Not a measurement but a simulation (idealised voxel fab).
The following is a process module called voxel capacitor over wiring.
145 nm wide, 5 nm square cells: that's cross-section cut.
The cross-sections in this document take the form of a grid made of square cells. They are written out as bands, in order from top to bottom. Each band consists of one or more rows of cells.
Basically the band line says how high the top is and how high the bottom is, in nm, and then what's in it from left to right, every material with its width in nm. Empty space shows up as "air", and if a single material carries "everywhere" it runs the full band edge to edge.
Height reference: 0 = level under which incoming wafer is all one material. Lowest band: no bottom, runs on downward, e.g. "0 nm and below".
It should be noted that a width expressed as "30..40" varies in equal increments from row to row of cells within the band, taking the value of the first number at the top row and that of the second number at the bottom row.
"no alteration" (step): cross-section cells unchanged, all of them.
Basically, "Voids, fully enclosed" tells you about the enclosed voids: empty spaces with no open way to the top, 8 cells or bigger, each written width x height at distance, where distance is from the left edge, all in nm.
Note: text after step settings on the step line = simulator remark on that step.
The optional step-line setting "overlay nm" applies to steps with a mask and quantifies how far to the right of its planned location the mask lay, a negative value indicating leftward placement.

### plan
1 RECEIVE (material Si)
2 CONFORMAL_DEP (material SiO2; thk nm 15)
3 CONFORMAL_DEP (material SiCN; thk nm 5)
4 DIRECTIONAL_DEP (material lowk; thk nm 15)
5 PATTERN (tone open; mask id METAL_1; material resist; width nm 25; pitch nm 90; thk nm 15; overlay nm 0)
6 DIRECTIONAL_ETCH (etch materials lowk; depth nm 15)
7 DIRECTIONAL_ETCH (etch materials SiCN; depth nm 5)
8 STRIP (etch materials resist)
9 CONFORMAL_DEP (material TiN; thk nm 5)
10 FILL_DEP (material Ru; thk nm 5)
11 CMP (height nm 35)
12 EPI (material Ru; thk nm 5)
13 FILL_DEP (material SiCN; thk nm 5)
14 DIRECTIONAL_DEP (material lowk; thk nm 10)
15 MASKED_ETCH (tone open; mask id PLUG_1; width nm 15; etch materials lowk; depth nm 10; overlay nm 0)
16 MASKED_ETCH (tone open; mask id PLUG_1; width nm 15; etch materials SiCN; depth nm 5; overlay nm 0)
17 CONFORMAL_DEP (material TiN; thk nm 5)
18 FILL_DEP (material Ru; thk nm 5)
19 CMP (height nm 55)
20 DIRECTIONAL_DEP (material TiN; thk nm 10)
21 DIRECTIONAL_DEP (material SiN; thk nm 5)
22 DIRECTIONAL_DEP (material TiN; thk nm 5)
23 PATTERN (tone cover; mask id UPPER_PLATE; material resist; width nm 70; thk nm 20; overlay nm 0)
24 DIRECTIONAL_ETCH (etch materials TiN; depth nm 5)
25 DIRECTIONAL_ETCH (etch materials SiN; depth nm 5)
26 STRIP (etch materials resist)
27 MASKED_ETCH (tone cover; mask id LOWER_PLATE; width nm 80; etch materials TiN; depth nm 10; overlay nm 0)
28 FILL_DEP (material SiO2; thk nm 15)
29 CMP (height nm 85)
30 PATTERN (tone open; mask id PLUG_2; material resist; width nm 15; thk nm 20; overlay nm 0)
31 DIRECTIONAL_ETCH (etch materials SiO2; depth nm 10)
32 STRIP (etch materials resist)
33 CONFORMAL_DEP (material TiN; thk nm 5)
34 FILL_DEP (material Ru; thk nm 10)
35 CMP (height nm 85)
36 CONFORMAL_DEP (material SiCN; thk nm 5)

### So this is the incoming wafer in cross-section - it's already been through step 1
> 0 nm and below  Si everywhere
> Voids, fully enclosed: none

### Below is the wafer in cross-section after the module was completed. It began from the starting point shown above and followed the plan shown above, except that one mistake was made while running it
> 90 nm to 85 nm  SiCN everywhere
> 85 nm to 80 nm  SiO2 (35), TiN (5), Ru (5), TiN (5), SiO2 (95)
> 80 nm to 70 nm  SiO2 (35..25), TiN (15..70), SiO2 (95..50)
> 70 nm to 65 nm  SiO2 (25), SiN (70), SiO2 (50)
> 65 nm to 55 nm  SiO2 (20), TiN (80), SiO2 (45)
> 55 nm to 45 nm  lowk (25), TiN (5), Ru (5), TiN (5), lowk (105)
> 45 nm to 40 nm  SiCN (25), TiN (15), SiCN (105)
> 40 nm to 35 nm  SiCN (10), Ru (35), SiCN (55), Ru (35), SiCN (10)
> 35 nm to 30 nm  SiCN (15), TiN (25), SiCN (65), TiN (25), SiCN (15)
> 30 nm to 0 nm  SiO2 everywhere
> 0 nm and below  Si everywhere
> Voids, fully enclosed: none
what went wrong: step 2 of the plan was twice carried out
